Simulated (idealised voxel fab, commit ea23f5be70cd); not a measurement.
Presented below is a process module, voxel double patterning.
In the cross-section labelled cut, the width is 155 nm and each square cell is 5 nm.
Format of a cross-section: grid, square cells. Given as bands. Order: top down. Band: one or more rows of cells.
Top height, bottom height, nm. Materials left to right, width each, nm. Single material + "everywhere" = fills band edge to edge. "blank" = empty.
Height 0 is the level under which the wafer as received is all one material. The lowest band goes on downwards, as in "from 0 down".
Note: "30..40" means the width goes from the first number (top row of the band) to the second number (bottom row) in equal steps per row of cells.
Reading "left unchanged" for a step: not a cell of the cross-section changed in it.
Each empty space that has no open way to the top and spans at least 8 cells appears under "Sealed internal voids" as width x height at distance, the distance counted from the left edge, all in nm.
Past the settings on a step's line: simulator remark, on that step.
overlay nm: right-of-plan distance of the mask on a masked step; negative values mean left-of-plan.
So here's the lineup of process steps we planned
1 RECEIVE: material Si
2 CONFORMAL_DEP: material SiO2, thk nm 5
3 DIRECTIONAL_DEP: material polySi, thk nm 10
4 DIRECTIONAL_DEP: material SiN, thk nm 10
5 MASKED_ETCH: tone open, mask id FIRST, width nm 15, pitch nm 50, etch materials SiN, depth nm 10, overlay nm 0
6 PATTERN: tone open, mask id SECOND, material resist, width nm 15, pitch nm 50, thk nm 15, overlay nm 0
7 DIRECTIONAL_ETCH: etch materials SiN, depth nm 10
8 STRIP: etch materials resist
9 DIRECTIONAL_ETCH: etch materials polySi, depth nm 10
10 STRIP: etch materials SiN
First out of two wafers; run went to plan
The cross-section here shows the wafer as received, i.e. in its state after step 1
    from 0 down: Si everywhere
    Sealed internal voids: none
Sectional view: wafer, after step 2
    from 5 to 0: SiO2 everywhere
    Heights below 0 show no change.
Sectional view: wafer, after step 3
    from 15 to 5: polySi everywhere
    Heights below 5 show no change.
Sectional view: wafer, after step 4
    from 25 to 15: SiN everywhere
    Heights below 15 show no change.
Sectional view: wafer, after step 5
    from 25 to 15: SiN 20 nm / blank 15 nm / SiN 35 nm / blank 15 nm / SiN 35 nm / blank 15 nm / SiN 20 nm
    Heights below 15 show no change.
Sectional view: wafer, after step 6
    from 40 to 25: resist 45 nm / blank 15 nm / resist 35 nm / blank 15 nm / resist 45 nm
    from 25 to 15: SiN 20 nm / resist 15 nm / SiN 35 nm / resist 15 nm / SiN 35 nm / resist 15 nm / SiN 20 nm
    Heights below 15 show no change.
Sectional view: wafer, after step 7
    from 40 to 25: resist 45 nm / blank 15 nm / resist 35 nm / blank 15 nm / resist 45 nm
    from 25 to 15: SiN 20 nm / resist 15 nm / SiN 10 nm / blank 15 nm / SiN 10 nm / resist 15 nm / SiN 10 nm / blank 15 nm / SiN 10 nm / resist 15 nm / SiN 20 nm
    Heights below 15 show no change.
Sectional view: wafer, after step 8
    from 25 to 15: SiN 20 nm / blank 15 nm / SiN 10 nm / blank 15 nm / SiN 10 nm / blank 15 nm / SiN 10 nm / blank 15 nm / SiN 10 nm / blank 15 nm / SiN 20 nm
    Heights below 15 show no change.
Sectional view: wafer, after step 9
    from 25 to 15: SiN 20 nm / blank 15 nm / SiN 10 nm / blank 15 nm / SiN 10 nm / blank 15 nm / SiN 10 nm / blank 15 nm / SiN 10 nm / blank 15 nm / SiN 20 nm
    from 15 to 5: polySi 20 nm / blank 15 nm / polySi 10 nm / blank 15 nm / polySi 10 nm / blank 15 nm / polySi 10 nm / blank 15 nm / polySi 10 nm / blank 15 nm / polySi 20 nm
    Heights below 5 show no change.
Sectional view: wafer, after step 10
    from 15 to 5: polySi 20 nm / blank 15 nm / polySi 10 nm / blank 15 nm / polySi 10 nm / blank 15 nm / polySi 10 nm / blank 15 nm / polySi 10 nm / blank 15 nm / polySi 20 nm
    Heights below 5 show no change.
Okay, second wafer. Nothing different at the start, nothing different in the plan, just one mistake somewhere in the running. As far as step 5, counting that step, it's the first wafer all over again
Second wafer: cross-section at the scheduled end of step 6
    from 40 to 25: resist 40 nm / blank 25 nm / resist 25 nm / blank 25 nm / resist 40 nm
    from 25 to 15: SiN 20 nm / resist 15 nm / SiN 35 nm / resist 15 nm / SiN 35 nm / resist 15 nm / SiN 20 nm
    Heights below 15 show no change.
Second wafer: cross-section at the scheduled end of step 7
    from 40 to 25: resist 40 nm / blank 25 nm / resist 25 nm / blank 25 nm / resist 40 nm
    from 25 to 15: SiN 20 nm / resist 15 nm / SiN 5 nm / blank 25 nm / SiN 5 nm / resist 15 nm / SiN 5 nm / blank 25 nm / SiN 5 nm / resist 15 nm / SiN 20 nm
    Heights below 15 show no change.
Second wafer: cross-section at the scheduled end of step 8
    from 25 to 15: SiN 20 nm / blank 15 nm / SiN 5 nm / blank 25 nm / SiN 5 nm / blank 15 nm / SiN 5 nm / blank 25 nm / SiN 5 nm / blank 15 nm / SiN 20 nm
    Heights below 15 show no change.
Second wafer: cross-section at the scheduled end of step 9
    from 25 to 15: SiN 20 nm / blank 15 nm / SiN 5 nm / blank 25 nm / SiN 5 nm / blank 15 nm / SiN 5 nm / blank 25 nm / SiN 5 nm / blank 15 nm / SiN 20 nm
    from 15 to 5: polySi 20 nm / blank 15 nm / polySi 5 nm / blank 25 nm / polySi 5 nm / blank 15 nm / polySi 5 nm / blank 25 nm / polySi 5 nm / blank 15 nm / polySi 20 nm
    Heights below 5 show no change.
Second wafer: cross-section at the scheduled end of step 10
    from 15 to 5: polySi 20 nm / blank 15 nm / polySi 5 nm / blank 25 nm / polySi 5 nm / blank 15 nm / polySi 5 nm / blank 25 nm / polySi 5 nm / blank 15 nm / polySi 20 nm
    Heights below 5 show no change.
In executing the process, a mistake was made relative to the plan: step 6 did not use the planned setting and instead ran as PATTERN: tone open, mask id SECOND, material resist, width nm 25, pitch nm 50, thk nm 15, overlay nm 0
Final comparison by cell count, materials where the second wafer has more or fewer than the first: polySi -8
